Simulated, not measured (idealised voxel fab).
process module | voxel quadruple lines
cross-section cut | 225 nm wide | cells 5 nm
A cross-section is a grid of square cells, given in bands from the top down. A band is one or more rows of cells.
Each band's line starts with the height of the band's top and of its bottom, in nm. Then come its materials from left to right, each with its width in nm. One material with "throughout" fills the band from edge to edge. "air" is empty space.
Height 0 is the level under which the wafer as received is all one material. The lowest band goes on downwards, as in "0 down".
A width such as "30 to 40" changes by the same amount from each row of cells to the next, from the band's top row to its bottom row.
"no change" after a step means that no cell of the cross-section changed.
closed voids: empty space of 8 cells or more with no open way to the top, each as width x height at its distance from the left edge, in nm
after a step's settings: what the simulator itself notes on the step
overlay nm, on a step with a mask: how far to the right of its planned place the mask lay; to the left if negative
plan
1 op RECEIVE | material Si
2 op CONFORMAL_DEP | material Al2O3 | thk nm 5
3 op DIRECTIONAL_DEP | material TiN | thk nm 15
4 op DIRECTIONAL_DEP | material polySi | thk nm 20
5 op DIRECTIONAL_DEP | material aC | thk nm 25
6 op PATTERN | tone cover | mask id MANDREL | material resist | width nm 25 | pitch nm 80 | thk nm 35 | overlay nm 0
7 op DIRECTIONAL_ETCH | etch materials aC | depth nm 25
8 op STRIP | etch materials resist
9 op CONFORMAL_DEP | material SiO2 | thk nm 15
10 op DIRECTIONAL_ETCH | etch materials SiO2 | depth nm 15
11 op STRIP | etch materials aC
12 op DIRECTIONAL_ETCH | etch materials polySi | depth nm 20
13 op STRIP | etch materials SiO2
14 op CONFORMAL_DEP | material SiCN | thk nm 5
15 op DIRECTIONAL_ETCH | etch materials SiCN | depth nm 5
16 op STRIP | etch materials polySi
17 op DIRECTIONAL_ETCH | etch materials TiN | depth nm 15
18 op STRIP | etch materials SiCN
19 op FILL_DEP | material SiO2 | thk nm 10
20 op CMP | height nm 20
as received, after step 1
  0 down: Si throughout
  closed voids: none
first wafer at the end, as planned
  20 to 5: SiO2 40 | TiN 5 | SiO2 15 | TiN 5 | SiO2 15 | TiN 5 | SiO2 15 | TiN 5 | SiO2 15 | TiN 5 | SiO2 15 | TiN 5 | SiO2 15 | TiN 5 | SiO2 15 | TiN 5 | SiO2 40
  5 to 0: Al2O3 throughout
  0 down: Si throughout
  closed voids: none
second wafer at the end: like start, like plan, one mistake
  20 to 5: SiO2 40 | TiN 5 | SiO2 15 | TiN 5 | SiO2 15 | TiN 5 | SiO2 15 | TiN 5 | SiO2 15 | TiN 5 | SiO2 15 | TiN 5 | SiO2 15 | TiN 5 | SiO2 15 | TiN 5 | SiO2 40
  5 to 0: SiO2 throughout
  0 down: Si throughout
  closed voids: none
what went wrong: step 2 ran as: op CONFORMAL_DEP | material SiO2 | thk nm 5
at the end the second wafer has, in cells: 45 fewer of Al2O3 | 45 more of SiO2
